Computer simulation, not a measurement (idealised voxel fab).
Proc. module: voxel capacitor over wiring
250 nm wide, 5 nm square cells: that's cross-section cut.
Square cells in a grid make up a cross-section in this document, and the grid is given as bands, listed from the top down, each one or more rows of cells.
Basically the band line says how high the top is and how high the bottom is, in nm, and then what's in it from left to right, every material with its width in nm. Empty space shows up as "blank", and if a single material carries "everywhere" it runs the full band edge to edge.
Heights from 0 (as-received wafer is one material below). Bottom band endless downward, as "0 -> down".
Width: "30 to 40" (first number = top row, second number = bottom row, same change from row to row of cells).
Where a step carries "everything unchanged", the cross-section came out of it unchanged, cell for cell.
"Enclosed cavities" - sealed voids, min. 8 cells, no opening to top; format: width x height at distance (distance from left edge; nm throughout).
Text after the settings on a step's line: the simulator's own remark on that step.
Regarding "overlay nm": on a step with a mask, it is the distance the mask lay to the right of its planned place; a negative value places it to the left.

BELOW IS THE LIST OF PLANNED PROCESS STEPS
1,RECEIVE: material Si
2,CONFORMAL_DEP: material SiO2, thk nm 15
3,CONFORMAL_DEP: material SiCN, thk nm 5
4,DIRECTIONAL_DEP: material lowk, thk nm 15
5,DIRECTIONAL_DEP: material aC, thk nm 15
6,PATTERN: tone open, mask id METAL_1, material resist, width nm 30, pitch nm 90, thk nm 30, overlay nm 0
7,DIRECTIONAL_ETCH: etch materials aC, depth nm 15
8,STRIP: etch materials resist
9,DIRECTIONAL_ETCH: etch materials lowk, depth nm 15
10,DIRECTIONAL_ETCH: etch materials SiCN, depth nm 5
11,STRIP: etch materials aC
12,CONFORMAL_DEP: material TiN, thk nm 5
13,FILL_DEP: material Cu, thk nm 10
14,CMP: height nm 35
15,CONFORMAL_DEP: material SiCN, thk nm 5
16,DIRECTIONAL_DEP: material SiO2, thk nm 15
17,MASKED_ETCH: tone open, mask id PLUG_1, width nm 15, etch materials SiO2, depth nm 15, overlay nm 0
18,MASKED_ETCH: tone open, mask id PLUG_1, width nm 15, etch materials SiCN, depth nm 5, overlay nm 0
19,EPI: material Ru, thk nm 10
20,EPI: material Ru, thk nm 10
21,DIRECTIONAL_DEP: material TiN, thk nm 10
22,DIRECTIONAL_DEP: material Al2O3, thk nm 5
23,DIRECTIONAL_DEP: material TiN, thk nm 10
24,MASKED_ETCH: tone cover, mask id UPPER_PLATE, width nm 65, etch materials TiN, depth nm 10, overlay nm 0
25,MASKED_ETCH: tone cover, mask id UPPER_PLATE, width nm 65, etch materials Al2O3, depth nm 5, overlay nm 0
26,PATTERN: tone cover, mask id LOWER_PLATE, material resist, width nm 75, thk nm 20, overlay nm 0
27,DIRECTIONAL_ETCH: etch materials TiN, depth nm 10
28,STRIP: etch materials resist
29,FILL_DEP: material SiO2, thk nm 15
30,CMP: height nm 90
31,PATTERN: tone open, mask id PLUG_2, material resist, width nm 15, thk nm 15, overlay nm 0
32,DIRECTIONAL_ETCH: etch materials SiO2, depth nm 10
33,STRIP: etch materials resist
34,CONFORMAL_DEP: material TiN, thk nm 5
35,FILL_DEP: material Ru, thk nm 5
36,CMP: height nm 90
37,CONFORMAL_DEP: material SiCN, thk nm 5

AS-RECEIVED WAFER CROSS-SECTION (AFTER STEP 1)
- 0 -> down = Si everywhere
- Enclosed cavities: none

END-OF-MODULE CROSS-SECTION OF THE FIRST OF TWO WAFERS, PROCESSED AS PLANNED
- 95 -> 90 = SiCN everywhere
- 90 -> 85 = SiO2 (90); TiN (5); Ru (5); TiN (5); SiO2 (145)
- 85 -> 80 = SiO2 (90); TiN (15); SiO2 (145)
- 80 -> 70 = SiO2 (80); TiN (65); SiO2 (105)
- 70 -> 65 = SiO2 (80); Al2O3 (65); SiO2 (105)
- 65 -> 55 = SiO2 (75); TiN (75); SiO2 (100)
- 55 -> 40 = SiO2 (80); Ru (15); SiO2 (155)
- 40 -> 35 = SiCN (80); Ru (15); SiCN (155)
- 35 -> 20 = lowk (65); TiN (5); Cu (20); TiN (5); lowk (60); TiN (5); Cu (20); TiN (5); lowk (65)
- 20 -> 15 = SiCN (65); TiN (30); SiCN (60); TiN (30); SiCN (65)
- 15 -> 0 = SiO2 everywhere
- 0 -> down = Si everywhere
- Enclosed cavities: none

CROSS-SECTIONAL VIEW OF THE SECOND OF TWO WAFERS UPON COMPLETION OF THE MODULE. THIS WAFER SHARED ITS STARTING CONDITION AND PROCESS PLAN WITH THE FIRST; ONE ERROR WAS MADE DURING ITS EXECUTION
- 95 -> 90 = SiCN everywhere
- 90 -> 85 = SiO2 (90); TiN (5); Ru (5); TiN (5); SiO2 (145)
- 85 -> 80 = SiO2 (90); TiN (15); SiO2 (145)
- 80 -> 75 = SiO2 (80); Al2O3 (65); SiO2 (105)
- 75 -> 65 = SiO2 (75); TiN (75); SiO2 (100)
- 65 -> 55 = TiN everywhere
- 55 -> 40 = SiO2 (80); Ru (15); SiO2 (155)
- 40 -> 35 = SiCN (80); Ru (15); SiCN (155)
- 35 -> 20 = lowk (65); TiN (5); Cu (20); TiN (5); lowk (60); TiN (5); Cu (20); TiN (5); lowk (65)
- 20 -> 15 = SiCN (65); TiN (30); SiCN (60); TiN (30); SiCN (65)
- 15 -> 0 = SiO2 everywhere
- 0 -> down = Si everywhere
- Enclosed cavities: none
Deviation noted in wafer processing: so 22 and 23 got swapped relative to the plan, each ran where the other was supposed to
Final cells, second wafer relative to first, materials higher or lower: SiO2: 74 fewer | TiN: 74 more
